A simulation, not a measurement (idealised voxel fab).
This section sets out a process module, namely voxel gate over fins.
Xsec cut, 140 nm wide, square cell size 5 nm.
A cross-section is written here as square cells arranged in a grid, and it is given in bands from the top down, each band taking up one or more rows of cells. This entry defines a band. It first specifies the height of the band's top and the height of its bottom in nm, and then specifies the band's materials from left to right, stating each material with its width in nm. The word "all across" identifies a single material that fills the band from edge to edge, while the word "empty" identifies empty space. Where do heights start? At 0: under that level the wafer as delivered is made of one material only. And the lowest band has no floor; it just carries on downward, as in "0 nm and below". A width such as "30..40" changes by the same amount from each row of cells to the next, from the band's top row to its bottom row. Where the words "all unchanged" appear for a step, the cross-section shows no cell changed by that step; every cell remained as before. "Fully sealed cavities" enumerates empty spaces isolated from the top, with no open way to it, that contain at least 8 cells, giving each as width x height at distance from the left edge, all three in nm. Formally, on a step line, whatever follows the settings is a remark that the simulator itself makes on the step. Among the settings permitted on a step's line is "overlay nm"; applied to a step with a mask, it specifies the extent to which the mask lay to the right of its planned position, whereas a negative figure signifies a position to the left.
[Process steps - plan]
1 RECEIVE: material Si
2 CONFORMAL_DEP: material SiN, thk nm 10
3 DIRECTIONAL_DEP: material aC, thk nm 10
4 PATTERN: tone cover, mask id FINS, material resist, width nm 15, pitch nm 55, thk nm 25, overlay nm -15
5 DIRECTIONAL_ETCH: etch materials aC, depth nm 10
6 STRIP: etch materials resist
7 DIRECTIONAL_ETCH: etch materials SiN, depth nm 10
8 DIRECTIONAL_ETCH: etch materials Si, depth nm 35
9 STRIP: etch materials aC
10 OXIDIZE: depth nm 5
11 FILL_DEP: material SiO2, thk nm 10
12 CMP: height nm 10
13 DIRECTIONAL_DEP: material aC, thk nm 15
14 PATTERN: tone open, mask id RAIL, material resist, width nm 15, thk nm 30, overlay nm 0
15 DIRECTIONAL_ETCH: etch materials aC, depth nm 15
16 STRIP: etch materials resist
17 DIRECTIONAL_ETCH: etch materials SiO2, depth nm 40
18 STRIP: etch materials aC
19 CONFORMAL_DEP: material TiN, thk nm 5
20 FILL_DEP: material Ru, thk nm 10
21 CMP: height nm 10
22 SELECTIVE_ETCH: etch materials W Ru TiN, depth nm 25
23 FILL_DEP: material SiO2, thk nm 5
24 CMP: height nm 10
25 SELECTIVE_ETCH: etch materials SiO2, depth nm 20
26 STRIP: etch materials SiN
27 CONFORMAL_DEP: material HfO2, thk nm 5
28 CONFORMAL_DEP: material TiN, thk nm 5
29 CONFORMAL_DEP: material TiAl, thk nm 5
30 CONFORMAL_DEP: material TiN, thk nm 5
31 FILL_DEP: material W, thk nm 15
32 CMP: height nm 30
33 CONFORMAL_DEP: material SiCN, thk nm 10
Don't read the plan's overlay nm for step 4 as applying to every wafer: that's the first wafer's value, and the wafers differ in it, though they all start identical.
[This is how the first of several wafers looked in cross-section when it arrived, which is after step 1]
  0 nm and below  Si all across
  Fully sealed cavities: none
[Wafer cross-section (first of several) - module end, post step 33 (last step)]
  40 nm to 30 nm  SiCN all across
  30 nm to 20 nm  W all across
  20 nm to 15 nm  W 5 nm, then TiN 45 nm, then W 10 nm, then TiN 45 nm, then W 35 nm
  15 nm to 10 nm  W 5 nm, then TiN 5 nm, then TiAl 35 nm, then TiN 5 nm, then W 10 nm, then TiN 5 nm, then TiAl 35 nm, then TiN 5 nm, then W 35 nm
  10 nm to 5 nm  TiN 10 nm, then TiAl 5 nm, then TiN 25 nm, then TiAl 5 nm, then TiN 20 nm, then TiAl 5 nm, then TiN 25 nm, then TiAl 5 nm, then TiN 40 nm
  5 nm to 0 nm  TiAl 15 nm, then TiN 5 nm, then HfO2 15 nm, then TiN 5 nm, then TiAl 30 nm, then TiN 5 nm, then HfO2 15 nm, then TiN 5 nm, then TiAl 45 nm
  0 nm to -5 nm  TiN 20 nm, then HfO2 5 nm, then Si 5 nm, then HfO2 5 nm, then TiN 40 nm, then HfO2 5 nm, then Si 5 nm, then HfO2 5 nm, then TiN 50 nm
  -5 nm to -10 nm  HfO2 25 nm, then Si 5 nm, then HfO2 50 nm, then Si 5 nm, then HfO2 55 nm
  -10 nm to -15 nm  SiO2 25 nm, then Si 5 nm, then SiO2 50 nm, then Si 5 nm, then SiO2 55 nm
  -15 nm to -25 nm  SiO2 25 nm, then Si 5 nm, then SiO2 30 nm, then TiN 5 nm, then Ru 5 nm, then TiN 5 nm, then SiO2 5 nm, then Si 5 nm, then SiO2 55 nm
  -25 nm to -30 nm  SiO2 25 nm, then Si 5 nm, then SiO2 30 nm, then TiN 15 nm, then SiO2 5 nm, then Si 5 nm, then SiO2 55 nm
  -30 nm to -40 nm  SiO2 25 nm, then Si 5 nm, then SiO2 50 nm, then Si 5 nm, then SiO2 55 nm
  -40 nm and below  Si all across
  Fully sealed cavities: none
[Cross-section of the final wafer among several, taken at the end of the module]
  40 nm to 30 nm  SiCN all across
  30 nm to 20 nm  W all across
  20 nm to 15 nm  W 35 nm, then TiN 45 nm, then W 10 nm, then TiN 45 nm, then W 5 nm
  15 nm to 10 nm  W 35 nm, then TiN 5 nm, then TiAl 35 nm, then TiN 5 nm, then W 10 nm, then TiN 5 nm, then TiAl 35 nm, then TiN 5 nm, then W 5 nm
  10 nm to 5 nm  TiN 40 nm, then TiAl 5 nm, then TiN 25 nm, then TiAl 5 nm, then TiN 20 nm, then TiAl 5 nm, then TiN 25 nm, then TiAl 5 nm, then TiN 10 nm
  5 nm to 0 nm  TiAl 45 nm, then TiN 5 nm, then HfO2 15 nm, then TiN 5 nm, then TiAl 30 nm, then TiN 5 nm, then HfO2 15 nm, then TiN 5 nm, then TiAl 15 nm
  0 nm to -5 nm  TiN 50 nm, then HfO2 5 nm, then Si 5 nm, then HfO2 5 nm, then TiN 40 nm, then HfO2 5 nm, then Si 5 nm, then HfO2 5 nm, then TiN 20 nm
  -5 nm to -10 nm  HfO2 55 nm, then Si 5 nm, then HfO2 50 nm, then Si 5 nm, then HfO2 25 nm
  -10 nm to -15 nm  SiO2 55 nm, then Si 5 nm, then SiO2 50 nm, then Si 5 nm, then SiO2 25 nm
  -15 nm to -30 nm  SiO2 55 nm, then Si 5 nm, then SiO2 5 nm, then TiN 10 nm, then SiO2 35 nm, then Si 5 nm, then SiO2 25 nm
  -30 nm to -40 nm  SiO2 55 nm, then Si 5 nm, then SiO2 50 nm, then Si 5 nm, then SiO2 25 nm
  -40 nm and below  Si all across
  Fully sealed cavities: none
[Per wafer, end of module: cells gained (+) or lost (-) per material since receipt, then closed voids]
overlay nm -15 | +36 HfO2 | +2 Ru | -208 Si | +56 SiCN | +147 SiO2 | +36 TiAl | +79 TiN | +76 W | Fully sealed cavities: none
overlay nm -10 | +36 HfO2 | +2 Ru | -208 Si | +56 SiCN | +147 SiO2 | +36 TiAl | +79 TiN | +76 W | Fully sealed cavities: none
overlay nm -5 | +36 HfO2 | +2 Ru | -208 Si | +56 SiCN | +147 SiO2 | +36 TiAl | +79 TiN | +76 W | Fully sealed cavities: none
overlay nm 0 | +36 HfO2 | +2 Ru | -208 Si | +56 SiCN | +147 SiO2 | +36 TiAl | +79 TiN | +76 W | Fully sealed cavities: none
overlay nm 5 | +36 HfO2 | +2 Ru | -208 Si | +56 SiCN | +147 SiO2 | +36 TiAl | +79 TiN | +76 W | Fully sealed cavities: none
overlay nm 10 | +36 HfO2 | +2 Ru | -208 Si | +56 SiCN | +147 SiO2 | +36 TiAl | +79 TiN | +76 W | Fully sealed cavities: none
overlay nm 15 | +36 HfO2 | -208 Si | +56 SiCN | +150 SiO2 | +36 TiAl | +78 TiN | +76 W | Fully sealed cavities: none
